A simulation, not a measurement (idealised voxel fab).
The following process module bears the name voxel wiring stack.
The width of the displayed cross-section, cut, is 195 nm; its cells are square, with a size of 5 nm.
Heads up, the way a cross-section reads in here is a grid of square cells, handed over as bands from the top down, with every band being one or more rows of cells.
Read a band's entry like this: the first values are the height of its top and the height of its bottom in nm, and what follows is the sequence of materials from left to right, each with its width in nm. Note that "blank" is empty space, and that a single material marked "edge to edge" reaches across the band from edge to edge.
For the purposes of this specification, 0 denotes the height below which the wafer in its as-received condition is composed wholly of one material, and the lowermost band, lacking a lower limit, extends downward without end, as expressed in "0 down".
The expression "30..40" gives the width at the extremes of the band, the first number at its top row of cells and the second at its bottom row, with the width changing by equal amounts from each row to the next in between.
Take "everything unchanged" at face value: in the step it is given for, the cross-section changed in none of its cells.
"Closed empty spaces" enumerates empty spaces isolated from the top, with no open way to it, that contain at least 8 cells, giving each as width x height at distance from the left edge, all three in nm.
Note: text after step settings on the step line = simulator remark on that step.
overlay nm: mask right of planned place by this much (step with mask). Neg. = left.
-- The process steps that were planned are listed below
| 1 | RECEIVE [material Si] |
| 2 | CONFORMAL_DEP [material SiO2] [thk nm 10] |
| 3 | DIRECTIONAL_DEP [material TiN] [thk nm 5] |
| 4 | DIRECTIONAL_DEP [material W] [thk nm 20] |
| 5 | DIRECTIONAL_DEP [material aC] [thk nm 10] |
| 6 | PATTERN [tone cover] [mask id METAL_1] [material resist] [width nm 25] [pitch nm 50] [thk nm 25] [overlay nm 0] |
| 7 | DIRECTIONAL_ETCH [etch materials aC] [depth nm 10] |
| 8 | STRIP [etch materials resist] |
| 9 | DIRECTIONAL_ETCH [etch materials W] [depth nm 20] |
| 10 | DIRECTIONAL_ETCH [etch materials TiN] [depth nm 5] |
| 11 | STRIP [etch materials aC] |
| 12 | FILL_DEP [material lowk] [thk nm 5] |
| 13 | CMP [height nm 35] |
| 14 | CONFORMAL_DEP [material SiCN] [thk nm 5] |
| 15 | DIRECTIONAL_DEP [material lowk] [thk nm 10] |
| 16 | MASKED_ETCH [tone open] [mask id PLUG_1] [width nm 15] [etch materials lowk] [depth nm 10] [overlay nm 0] |
| 17 | MASKED_ETCH [tone open] [mask id PLUG_1] [width nm 15] [etch materials SiCN] [depth nm 5] [overlay nm 0] |
| 18 | CONFORMAL_DEP [material TiN] [thk nm 5] |
| 19 | FILL_DEP [material W] [thk nm 5] |
| 20 | CMP [height nm 50] |
| 21 | DIRECTIONAL_DEP [material TiN] [thk nm 5] |
| 22 | DIRECTIONAL_DEP [material W] [thk nm 20] |
| 23 | PATTERN [tone cover] [mask id METAL_2] [material resist] [width nm 25] [pitch nm 50] [thk nm 15] [overlay nm 0] |
| 24 | DIRECTIONAL_ETCH [etch materials W] [depth nm 20] |
| 25 | DIRECTIONAL_ETCH [etch materials TiN] [depth nm 5] |
| 26 | STRIP [etch materials resist] |
| 27 | CONFORMAL_DEP [material SiCN] [thk nm 5] |
| 28 | FILL_DEP [material lowk] [thk nm 10] |
| 29 | CMP [height nm 75] |
| 30 | CONFORMAL_DEP [material SiN] [thk nm 5] |
-- Step 1 complete: cross-section of the wafer as received
	0 down = Si edge to edge
	Closed empty spaces: none
-- Wafer at module end, in section. Began as above, planned as above, run with one mistake
	80 to 75 = SiN edge to edge
	75 to 55 = lowk=55, SiCN=5, W=25, SiCN=5, lowk=15, SiCN=5, W=25, SiCN=5, lowk=55
	55 to 50 = SiCN=60, TiN=25, SiCN=25, TiN=25, SiCN=60
	50 to 40 = lowk=60, TiN=5, W=5, TiN=5, lowk=120
	40 to 35 = SiCN=60, TiN=15, SiCN=120
	35 to 15 = aC=60, W=25, aC=25, W=25, aC=60
	15 to 10 = aC=60, TiN=25, aC=25, TiN=25, aC=60
	10 to 0 = SiO2 edge to edge
	0 down = Si edge to edge
	Closed empty spaces: none
Nonconformance to the process plan: step 12 ran differently from the plan; actual operation with settings: FILL_DEP [material aC] [thk nm 5]
